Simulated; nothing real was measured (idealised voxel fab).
Name of the process module below: voxel local oxidation
The cross-section shown here is cut; it is 210 nm wide and divided into square cells measuring 5 nm on a side.
Think of the cross-section as a grid of square cells. We describe it in bands, top to bottom, and each band covers one or more rows of those cells.
Per band: top height and bottom height in nm, followed by the left-to-right materials and their widths in nm; "edge to edge" marks a single material spanning edge to edge, "blank" marks empty space.
Heights from 0 (as-received wafer is one material below). Bottom band endless downward, as "0..down".
With a width like "30 to 40", each row of cells in the band differs from the next by the same amount, the top row carrying the first number and the bottom row the second.
For the purposes of this document, the phrase "everything unchanged" attached to a step denotes that no cell within the cross-section was modified by that step.
Empty spaces counting at least 8 cells and having no open way to the top are listed in "Enclosed internal cavities". The notation width x height at distance is used for each, the distance being from the left edge and all three values in nm.
Step line, after settings: the simulator's comment on this step.
overlay nm: mask right of planned place by this much (step with mask). Neg. = left.

THESE ARE THE STEPS WE PLANNED FOR THE PROCESS
1: RECEIVE [material Si]
2: OXIDIZE [depth nm 5]
3: CONFORMAL_DEP [material SiN] [thk nm 10]
4: DIRECTIONAL_DEP [material aC] [thk nm 15]
5: PATTERN [tone cover] [mask id ACTIVE] [material resist] [width nm 90] [thk nm 30] [overlay nm 0]
6: DIRECTIONAL_ETCH [etch materials aC] [depth nm 15]
7: STRIP [etch materials resist]
8: DIRECTIONAL_ETCH [etch materials SiN] [depth nm 10]
9: STRIP [etch materials aC]
10: SELECTIVE_ETCH [etch materials SiO2] [depth nm 5]
11: OXIDIZE [depth nm 15]
12: STRIP [etch materials SiN]

ON THE FIRST OF THE TWO WAFERS: RUN CONDUCTED ACCORDING TO PLAN

STEP 1 COMPLETE: CROSS-SECTION OF THE WAFER AS RECEIVED
0..down: Si edge to edge
Enclosed internal cavities: none

AFTER STEP 2: WAFER CROSS-SECTION
0..-5: SiO2 edge to edge
Rest of section, below -5: as before.

AFTER STEP 3: WAFER CROSS-SECTION
10..0: SiN edge to edge
Rest of section, below 0: as before.

AFTER STEP 4: WAFER CROSS-SECTION
25..10: aC edge to edge
Rest of section, below 10: as before.

AFTER STEP 5: WAFER CROSS-SECTION
55..25: blank 60 | resist 90 | blank 60
Rest of section, below 25: as before.

AFTER STEP 6: WAFER CROSS-SECTION
40..25: blank 60 | resist 90 | blank 60
25..10: blank 60 | aC 90 | blank 60
Rest of section, below 10: as before.

AFTER STEP 7: WAFER CROSS-SECTION
25..10: blank 60 | aC 90 | blank 60
Rest of section, below 10: as before.

AFTER STEP 8: WAFER CROSS-SECTION
25..10: blank 60 | aC 90 | blank 60
10..0: blank 60 | SiN 90 | blank 60
Rest of section, below 0: as before.

AFTER STEP 9: WAFER CROSS-SECTION
10..0: blank 60 | SiN 90 | blank 60
Rest of section, below 0: as before.

AFTER STEP 10: WAFER CROSS-SECTION
10..0: blank 60 | SiN 90 | blank 60
0..-5: blank 65 | SiO2 80 | blank 65
Rest of section, below -5: as before.

AFTER STEP 11: WAFER CROSS-SECTION
10..0: blank 60 | SiN 90 | blank 60
0..-5: blank 65 | SiO2 80 | blank 65
-5..-20: SiO2 80 | Si 50 | SiO2 80
Rest of section, below -20: as before.

AFTER STEP 12: WAFER CROSS-SECTION
0..-5: blank 65 | SiO2 80 | blank 65
Rest of section, below -5: as before.

WAFER TWO: LIKE WAFER ONE IN START AND PLAN, BUT WITH ONE MISTAKE IN EXECUTION; IDENTICAL UP TO AND INCLUDING STEP 6

Planned end of step 7: second wafer, cross-section: everything unchanged

PLANNED END OF STEP 8: SECOND WAFER, CROSS-SECTION
40..25: blank 60 | resist 90 | blank 60
25..10: blank 60 | aC 90 | blank 60
10..0: blank 60 | SiN 90 | blank 60
Rest of section, below 0: as before.

PLANNED END OF STEP 9: SECOND WAFER, CROSS-SECTION
10..0: blank 60 | SiN 90 | blank 60
Rest of section, below 0: as before.

PLANNED END OF STEP 10: SECOND WAFER, CROSS-SECTION
10..0: blank 60 | SiN 90 | blank 60
0..-5: blank 65 | SiO2 80 | blank 65
Rest of section, below -5: as before.

PLANNED END OF STEP 11: SECOND WAFER, CROSS-SECTION
10..0: blank 60 | SiN 90 | blank 60
0..-5: blank 65 | SiO2 80 | blank 65
-5..-20: SiO2 80 | Si 50 | SiO2 80
Rest of section, below -20: as before.

PLANNED END OF STEP 12: SECOND WAFER, CROSS-SECTION
0..-5: blank 65 | SiO2 80 | blank 65
Rest of section, below -5: as before.
Plan not followed: execution of step 7 of the plan did not take place, the step having been omitted
Upon completion, the cross-sectional profiles of the two wafers are identical; consequently, the error exerts no influence on the quantities computed by this model.
